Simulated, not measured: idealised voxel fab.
The following process module bears the name voxel self aligned vias.
Cross-section cut: width 275 nm, square cells of 5 nm.
When this document writes out a cross-section, it uses a grid of square cells and lists it as bands, beginning at the top and moving down, with a band standing for one or more rows of cells.
Band entry format. Leading values: height of top, height of bottom, nm. Remainder: materials in left-to-right order, each with its width in nm. Special words: "throughout" on a single material, which then fills the band edge to edge; "air", empty space.
Heights are expressed relative to 0, this being the level below which the as-received wafer comprises one material exclusively. The lowest band is unbounded in the downward direction and is denoted as in "0 down".
Note: "30->40" means the width goes from the first number (top row of the band) to the second number (bottom row) in equal steps per row of cells.
When a step is marked "nothing altered", none of the cells in the cross-section changed during that step.
Listed in "Fully sealed cavities": every empty space of 8 or more cells without an open way to the top. Form: width x height at distance, the distance being from the left edge, all in nm.
What comes after the settings on a step's line is commentary from the simulator itself on that step.
overlay nm: step with mask; distance mask lay right of planned place; negative value = left of planned place.

Process steps foreseen in the plan:
1,RECEIVE (material Si)
2,CONFORMAL_DEP (material SiO2; thk nm 15)
3,CONFORMAL_DEP (material SiCN; thk nm 5)
4,DIRECTIONAL_DEP (material SiO2; thk nm 20)
5,PATTERN (tone open; mask id LINES; material resist; width nm 20; pitch nm 70; thk nm 15; overlay nm 0)
6,DIRECTIONAL_ETCH (etch materials SiO2; depth nm 20)
7,STRIP (etch materials resist)
8,CONFORMAL_DEP (material TiN; thk nm 5)
9,FILL_DEP (material W; thk nm 5)
10,CMP (height nm 40)
11,SELECTIVE_ETCH (etch materials W Ru TiN; depth nm 5)
12,FILL_DEP (material SiN; thk nm 5)
13,CMP (height nm 40)
14,DIRECTIONAL_DEP (material SiO2; thk nm 15)
15,PATTERN (tone open; mask id VIAS; material resist; width nm 40; pitch nm 140; thk nm 15; overlay nm 0)
16,DIRECTIONAL_ETCH (etch materials SiO2; depth nm 15)
17,DIRECTIONAL_ETCH (etch materials SiN; depth nm 5)
18,STRIP (etch materials resist)
19,CONFORMAL_DEP (material TiN; thk nm 5)
20,FILL_DEP (material Cu; thk nm 10)
21,CMP (height nm 55)
22,CONFORMAL_DEP (material SiN; thk nm 5)

As received, after step 1:
  0 down  Si throughout
  Fully sealed cavities: none

Starting wafer: above. Plan: above. Run: one mistake. Cross-section after the module: below:
  60 to 55  SiN throughout
  55 to 40  SiO2: 45 | TiN: 5 | Cu: 30 | TiN: 5 | SiO2: 100 | TiN: 5 | Cu: 30 | TiN: 5 | SiO2: 50
  40 to 35  SiO2: 45 | TiN: 40 | SiO2: 40 | SiN: 20 | SiO2: 40 | TiN: 40 | SiO2: 50
  35 to 25  SiO2: 45 | TiN: 15 | W: 10 | TiN: 15 | SiO2: 40 | TiN: 5 | W: 10 | TiN: 5 | SiO2: 40 | TiN: 15 | W: 10 | TiN: 15 | SiO2: 50
  25 to 20  SiO2: 55 | TiN: 20 | SiO2: 50 | TiN: 20 | SiO2: 50 | TiN: 20 | SiO2: 60
  20 to 15  SiCN throughout
  15 to 0  SiO2 throughout
  0 down  Si throughout
  Fully sealed cavities: none
Finding, execution versus plan: step 16 from the plan got run twice
